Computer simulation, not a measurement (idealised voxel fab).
Documented hereafter: the process module known as voxel tone inversion.
The cross-section on display is named cut; it measures 285 nm wide, and its cells are 5 nm squares.
Cross-section layout: square cells on a grid; listed as bands, top to bottom; a band spans one or more cell rows. Quick guide to a band line: top height, bottom height (nm) up front; then every material left to right with its width in nm. Only one material and it's marked "throughout"? Then it fills the band edge to edge. And "blank" just means empty space. It should be noted that heights are counted from 0, beneath which the wafer as supplied is of one material throughout, and that the lowest band possesses no lower boundary but continues downward, as written in "z 0 and below". Read "30 to 40" as a graded width: first number on top, second number at the bottom, same change between each pair of neighbouring rows. When a step is marked "no alterations made", none of the cells in the cross-section changed during that step. "Unvented cavities" - sealed voids, min. 8 cells, no opening to top; format: width x height at distance (distance from left edge; nm throughout). It should be noted that, on the line of a given step, the content following the step's settings is a remark produced by the simulator itself with respect to that step. Steps that use a mask can have "overlay nm" on their line. It says how far the mask sat to the right of where it was meant to be. Negative means to the left.

# Process steps - plan
1: RECEIVE with material Si
2: CONFORMAL_DEP with material SiCN, thk nm 5
3: DIRECTIONAL_DEP with material aC, thk nm 20
4: PATTERN with tone cover, mask id POSTS, material resist, width nm 25, pitch nm 50, thk nm 30, overlay nm 0
5: DIRECTIONAL_ETCH with etch materials aC, depth nm 20
6: STRIP with etch materials resist
7: FILL_DEP with material lowk, thk nm 10
8: CMP with height nm 25
9: STRIP with etch materials aC
10: CONFORMAL_DEP with material TiN, thk nm 5
11: FILL_DEP with material Ru, thk nm 10
12: CMP with height nm 25
13: CONFORMAL_DEP with material SiCN, thk nm 5

# Cross-section of the wafer upon arrival, representing the state reached after step 1
  z 0 and below | Si throughout
  Unvented cavities: none

# Wafer cross-section at end of module: start and plan as shown above, one execution error
  z 30 to 25 | SiCN throughout
  z 25 to 10 | Ru: 75 / TiN: 5 / lowk: 25 / TiN: 5 / Ru: 15 / TiN: 5 / lowk: 25 / TiN: 5 / Ru: 15 / TiN: 5 / lowk: 25 / TiN: 5 / Ru: 75
  z 10 to 5 | TiN: 80 / lowk: 25 / TiN: 25 / lowk: 25 / TiN: 25 / lowk: 25 / TiN: 80
  z 5 to 0 | SiCN throughout
  z 0 and below | Si throughout
  Unvented cavities: none
What broke from the plan during processing? step 4 ran differently from the plan; actual operation with settings: PATTERN with tone open, mask id POSTS, material resist, width nm 25, pitch nm 50, thk nm 30, overlay nm 0
